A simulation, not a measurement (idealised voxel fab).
process module | voxel wiring stack
cross-section cut | 260 nm wide | cells 5 nm
A cross-section is a grid of square cells, given in bands from the top down. A band is one or more rows of cells.
Each band's line starts with the height of the band's top and of its bottom, in nm. Then come its materials from left to right, each with its width in nm. One material with "throughout" fills the band from edge to edge. "air" is empty space.
Height 0 is the level under which the wafer as received is all one material. The lowest band goes on downwards, as in "0 down".
A width such as "30 to 40" changes by the same amount from each row of cells to the next, from the band's top row to its bottom row.
"no change" after a step means that no cell of the cross-section changed.
closed voids: empty space of 8 cells or more with no open way to the top, each as width x height at its distance from the left edge, in nm
after a step's settings: what the simulator itself notes on the step
overlay nm, on a step with a mask: how far to the right of its planned place the mask lay; to the left if negative
plan
1 op RECEIVE | material Si
2 op CONFORMAL_DEP | material SiO2 | thk nm 15
3 op DIRECTIONAL_DEP | material TiN | thk nm 5
4 op DIRECTIONAL_DEP | material Ru | thk nm 25
5 op PATTERN | tone cover | mask id METAL_1 | material resist | width nm 20 | pitch nm 50 | thk nm 20 | overlay nm 0
6 op DIRECTIONAL_ETCH | etch materials Ru | depth nm 25
7 op DIRECTIONAL_ETCH | etch materials TiN | depth nm 5
8 op STRIP | etch materials resist
9 op FILL_DEP | material lowk | thk nm 10
10 op CMP | height nm 45
11 op CONFORMAL_DEP | material SiCN | thk nm 5
12 op DIRECTIONAL_DEP | material lowk | thk nm 25
13 op DIRECTIONAL_DEP | material aC | thk nm 15
14 op PATTERN | tone open | mask id METAL_2_HOLES | material resist | width nm 15 | thk nm 35 | overlay nm 0
15 op DIRECTIONAL_ETCH | etch materials aC | depth nm 15
16 op STRIP | etch materials resist
17 op DIRECTIONAL_ETCH | etch materials lowk | depth nm 25
18 op STRIP | etch materials aC
19 op PATTERN | tone open | mask id METAL_2 | material resist | width nm 20 | pitch nm 50 | thk nm 15 | overlay nm 0
20 op DIRECTIONAL_ETCH | etch materials lowk | depth nm 15
21 op DIRECTIONAL_ETCH | etch materials SiCN | depth nm 5
22 op STRIP | etch materials resist
23 op CONFORMAL_DEP | material TiN | thk nm 5
24 op FILL_DEP | material Cu | thk nm 5
25 op CMP | height nm 75
26 op CONFORMAL_DEP | material SiCN | thk nm 5
27 op DIRECTIONAL_DEP | material SiO2 | thk nm 30
28 op DIRECTIONAL_DEP | material aC | thk nm 15
29 op PATTERN | tone open | mask id METAL_3_HOLES | material resist | width nm 15 | thk nm 35 | overlay nm 0
30 op DIRECTIONAL_ETCH | etch materials aC | depth nm 15
31 op STRIP | etch materials resist
32 op DIRECTIONAL_ETCH | etch materials SiO2 | depth nm 30
33 op STRIP | etch materials aC
34 op DIRECTIONAL_DEP | material aC | thk nm 10
35 op PATTERN | tone open | mask id METAL_3 | material resist | width nm 20 | pitch nm 50 | thk nm 30 | overlay nm 0
36 op DIRECTIONAL_ETCH | etch materials aC | depth nm 10
37 op STRIP | etch materials resist
38 op DIRECTIONAL_ETCH | etch materials SiO2 | depth nm 15
39 op DIRECTIONAL_ETCH | etch materials SiCN | depth nm 5
40 op STRIP | etch materials aC
41 op CONFORMAL_DEP | material TiN | thk nm 5
42 op FILL_DEP | material Cu | thk nm 10
43 op CMP | height nm 110
44 op CONFORMAL_DEP | material SiCN | thk nm 5
45 op DIRECTIONAL_DEP | material lowk | thk nm 15
46 op MASKED_ETCH | tone open | mask id PLUG_3 | width nm 15 | etch materials lowk | depth nm 15 | overlay nm 0
47 op MASKED_ETCH | tone open | mask id PLUG_3 | width nm 15 | etch materials SiCN | depth nm 5 | overlay nm 0
48 op EPI | material Ru | thk nm 10
49 op EPI | material Ru | thk nm 10
50 op DIRECTIONAL_DEP | material TiN | thk nm 5
51 op DIRECTIONAL_DEP | material Ru | thk nm 15
52 op DIRECTIONAL_DEP | material aC | thk nm 15
53 op PATTERN | tone cover | mask id METAL_4 | material resist | width nm 20 | pitch nm 50 | thk nm 35 | overlay nm 0
54 op DIRECTIONAL_ETCH | etch materials aC | depth nm 15
55 op STRIP | etch materials resist
56 op DIRECTIONAL_ETCH | etch materials Ru | depth nm 15
57 op DIRECTIONAL_ETCH | etch materials TiN | depth nm 5
58 op STRIP | etch materials aC
59 op FILL_DEP | material lowk | thk nm 5
60 op CMP | height nm 150
61 op CONFORMAL_DEP | material SiN | thk nm 5
as received, after step 1
  0 down: Si throughout
  closed voids: none
first wafer at the end, as planned
  155 to 150: SiN throughout
  150 to 135: lowk 95 | Ru 20 | lowk 30 | Ru 20 | lowk 95
  135 to 130: lowk 95 | TiN 20 | lowk 30 | TiN 20 | lowk 95
  130 to 115: lowk 95 | Ru 15 | lowk 150
  115 to 110: SiCN 95 | Ru 15 | SiCN 150
  110 to 100: SiO2 95 | TiN 5 | Cu 10 | TiN 5 | SiO2 30 | TiN 5 | Cu 10 | TiN 5 | SiO2 95
  100 to 95: SiO2 95 | TiN 5 | Cu 5 | TiN 10 | SiO2 30 | TiN 20 | SiO2 95
  95 to 80: SiO2 95 | TiN 5 | Cu 5 | TiN 5 | SiO2 150
  80 to 75: SiCN 95 | TiN 15 | SiCN 150
  75 to 65: lowk 95 | TiN 5 | Cu 10 | TiN 5 | lowk 30 | TiN 5 | Cu 10 | TiN 5 | lowk 95
  65 to 60: lowk 95 | TiN 5 | Cu 5 | TiN 10 | lowk 30 | TiN 20 | lowk 95
  60 to 50: lowk 95 | TiN 5 | Cu 5 | TiN 5 | lowk 150
  50 to 45: SiCN 95 | TiN 15 | SiCN 150
  45 to 20: lowk 95 | Ru 20 | lowk 30 | Ru 20 | lowk 95
  20 to 15: lowk 95 | TiN 20 | lowk 30 | TiN 20 | lowk 95
  15 to 0: SiO2 throughout
  0 down: Si throughout
  closed voids: none
second wafer at the end: like start, like plan, one mistake
  155 to 150: SiN throughout
  150 to 135: lowk 95 | Ru 20 | lowk 30 | Ru 20 | lowk 95
  135 to 130: lowk 95 | TiN 20 | lowk 30 | TiN 20 | lowk 95
  130 to 115: lowk 95 | Ru 15 | lowk 150
  115 to 110: SiCN 95 | Ru 15 | SiCN 150
  110 to 100: SiO2 95 | TiN 5 | Cu 10 | TiN 5 | SiO2 30 | TiN 5 | Cu 10 | TiN 5 | SiO2 95
  100 to 95: SiO2 95 | TiN 5 | Cu 5 | TiN 10 | SiO2 30 | TiN 20 | SiO2 95
  95 to 80: SiO2 95 | TiN 5 | Cu 5 | TiN 5 | SiO2 150
  80 to 75: SiCN 95 | TiN 15 | SiCN 150
  75 to 65: lowk 95 | TiN 5 | Cu 10 | TiN 5 | lowk 30 | TiN 5 | Cu 10 | TiN 5 | lowk 95
  65 to 60: lowk 95 | TiN 5 | Cu 5 | TiN 10 | lowk 30 | TiN 20 | lowk 95
  60 to 50: lowk 95 | TiN 5 | Cu 5 | TiN 5 | lowk 150
  50 to 45: SiCN 95 | TiN 15 | SiCN 150
  45 to 35: lowk 95 | Ru 20 | lowk 30 | Ru 20 | lowk 95
  35 to 30: lowk 95 | TiN 20 | lowk 30 | TiN 20 | lowk 95
  30 to 0: SiO2 throughout
  0 down: Si throughout
  closed voids: none
what went wrong: step 2 was run twice
at the end the second wafer has, in cells: 24 fewer of Ru | 156 more of SiO2 | 132 fewer of lowk
